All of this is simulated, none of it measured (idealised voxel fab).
Process module name: voxel ribs on slabs
Shown is cross-section cut, with a width of 220 nm and square cells of size 5 nm.
A cross-section is written here as square cells arranged in a grid, and it is given in bands from the top down, each band taking up one or more rows of cells. Basically the band line says how high the top is and how high the bottom is, in nm, and then what's in it from left to right, every material with its width in nm. Empty space shows up as "empty", and if a single material carries "everywhere" it runs the full band edge to edge. The level at which height equals 0 is the one under which the wafer, as it arrives, is entirely one material. No lower edge exists for the bottom band, which continues downward and is notated as in "from 0 down". So if you see something like "30 to 40" for the width, read it as the top row of the band sitting at the first number and the bottom row at the second, with every row in between moving by the same amount as the last. Where a step carries "everything unchanged", the cross-section came out of it unchanged, cell for cell. Empty spaces counting at least 8 cells and having no open way to the top are listed in "Entrapped void list". The notation width x height at distance is used for each, the distance being from the left edge and all three values in nm. Where a step's line continues beyond its settings, the continuation is a remark by the simulator itself on that step. "overlay nm", when on a step's line for a step with a mask, measures how far to the right of its planned place the mask lay; a negative measure means to the left.

Process steps (planned):
1,RECEIVE,material Si
2,DIRECTIONAL_DEP,material SiO2,thk nm 30
3,DIRECTIONAL_DEP,material polySi,thk nm 15
4,PATTERN,tone cover,mask id RIB,material resist,width nm 20,thk nm 15,overlay nm 0
5,DIRECTIONAL_ETCH,etch materials polySi,depth nm 10
6,STRIP,etch materials resist
7,MASKED_ETCH,tone cover,mask id SLAB,width nm 70,etch materials polySi,depth nm 5,overlay nm 0
8,FILL_DEP,material SiO2,thk nm 15
9,CMP,height nm 55
10,DIRECTIONAL_DEP,material TiN,thk nm 5
11,DIRECTIONAL_DEP,material aC,thk nm 15
12,PATTERN,tone cover,mask id HEATER,material resist,width nm 30,thk nm 35,overlay nm 0
13,DIRECTIONAL_ETCH,etch materials aC,depth nm 15
14,STRIP,etch materials resist
15,DIRECTIONAL_ETCH,etch materials TiN,depth nm 5
16,STRIP,etch materials aC
17,CONFORMAL_DEP,material SiO2,thk nm 5

First wafer out of two, processed as planned:

Wafer as received: cross-section following step 1:
	from 0 down | Si everywhere
	Entrapped void list: none

Once step 2 is through, the wafer looks like this in cross-section:
	from 30 to 0 | SiO2 everywhere
	Under the height 0 nothing was changed.

Once step 3 is through, the wafer looks like this in cross-section:
	from 45 to 30 | polySi everywhere
	Under the height 30 nothing was changed.

Once step 4 is through, the wafer looks like this in cross-section:
	from 60 to 45 | empty (100), resist (20), empty (100)
	Under the height 45 nothing was changed.

Once step 5 is through, the wafer looks like this in cross-section:
	from 60 to 45 | empty (100), resist (20), empty (100)
	from 45 to 35 | empty (100), polySi (20), empty (100)
	Under the height 35 nothing was changed.

Once step 6 is through, the wafer looks like this in cross-section:
	from 45 to 35 | empty (100), polySi (20), empty (100)
	Under the height 35 nothing was changed.

Once step 7 is through, the wafer looks like this in cross-section:
	from 45 to 35 | empty (100), polySi (20), empty (100)
	from 35 to 30 | empty (75), polySi (70), empty (75)
	Under the height 30 nothing was changed.

Once step 8 is through, the wafer looks like this in cross-section:
	from 60 to 45 | SiO2 everywhere
	from 45 to 35 | SiO2 (100), polySi (20), SiO2 (100)
	from 35 to 30 | SiO2 (75), polySi (70), SiO2 (75)
	Under the height 30 nothing was changed.

Once step 9 is through, the wafer looks like this in cross-section:
	from 55 to 45 | SiO2 everywhere
	Under the height 45 nothing was changed.

Once step 10 is through, the wafer looks like this in cross-section:
	from 60 to 55 | TiN everywhere
	Under the height 55 nothing was changed.

Once step 11 is through, the wafer looks like this in cross-section:
	from 75 to 60 | aC everywhere
	Under the height 60 nothing was changed.

Once step 12 is through, the wafer looks like this in cross-section:
	from 110 to 75 | empty (95), resist (30), empty (95)
	Under the height 75 nothing was changed.

Once step 13 is through, the wafer looks like this in cross-section:
	from 95 to 75 | empty (95), resist (30), empty (95)
	from 75 to 60 | empty (95), aC (30), empty (95)
	Under the height 60 nothing was changed.

Once step 14 is through, the wafer looks like this in cross-section:
	from 75 to 60 | empty (95), aC (30), empty (95)
	Under the height 60 nothing was changed.

Once step 15 is through, the wafer looks like this in cross-section:
	from 75 to 60 | empty (95), aC (30), empty (95)
	from 60 to 55 | empty (95), TiN (30), empty (95)
	Under the height 55 nothing was changed.

Once step 16 is through, the wafer looks like this in cross-section:
	from 60 to 55 | empty (95), TiN (30), empty (95)
	Under the height 55 nothing was changed.

Once step 17 is through, the wafer looks like this in cross-section:
	from 65 to 60 | empty (90), SiO2 (40), empty (90)
	from 60 to 55 | SiO2 (95), TiN (30), SiO2 (95)
	Under the height 55 nothing was changed.

Second wafer - shared start and plan with the first - one error in running - same as the first up to step 6 inclusive:

Second wafer, cut view, end of step 7 per plan:
	from 45 to 35 | empty (100), polySi (20), empty (100)
	from 35 to 30 | empty (70), polySi (80), empty (70)
	Under the height 30 nothing was changed.

Second wafer, cut view, end of step 8 per plan:
	from 60 to 45 | SiO2 everywhere
	from 45 to 35 | SiO2 (100), polySi (20), SiO2 (100)
	from 35 to 30 | SiO2 (70), polySi (80), SiO2 (70)
	Under the height 30 nothing was changed.

Second wafer, cut view, end of step 9 per plan:
	from 55 to 45 | SiO2 everywhere
	Under the height 45 nothing was changed.

Second wafer, cut view, end of step 10 per plan:
	from 60 to 55 | TiN everywhere
	Under the height 55 nothing was changed.

Second wafer, cut view, end of step 11 per plan:
	from 75 to 60 | aC everywhere
	Under the height 60 nothing was changed.

Second wafer, cut view, end of step 12 per plan:
	from 110 to 75 | empty (95), resist (30), empty (95)
	Under the height 75 nothing was changed.

Second wafer, cut view, end of step 13 per plan:
	from 95 to 75 | empty (95), resist (30), empty (95)
	from 75 to 60 | empty (95), aC (30), empty (95)
	Under the height 60 nothing was changed.

Second wafer, cut view, end of step 14 per plan:
	from 75 to 60 | empty (95), aC (30), empty (95)
	Under the height 60 nothing was changed.

Second wafer, cut view, end of step 15 per plan:
	from 75 to 60 | empty (95), aC (30), empty (95)
	from 60 to 55 | empty (95), TiN (30), empty (95)
	Under the height 55 nothing was changed.

Second wafer, cut view, end of step 16 per plan:
	from 60 to 55 | empty (95), TiN (30), empty (95)
	Under the height 55 nothing was changed.

Second wafer, cut view, end of step 17 per plan:
	from 65 to 60 | empty (90), SiO2 (40), empty (90)
	from 60 to 55 | SiO2 (95), TiN (30), SiO2 (95)
	Under the height 55 nothing was changed.
The plan and the run diverged here: for step 7, the planned setting was not used; the step was instead run as MASKED_ETCH,tone cover,mask id SLAB,width nm 80,etch materials polySi,depth nm 5,overlay nm 0
Counted in cells at the end, the second wafer holds more or fewer of these materials than the first: SiO2: 2 fewer; polySi: 2 more
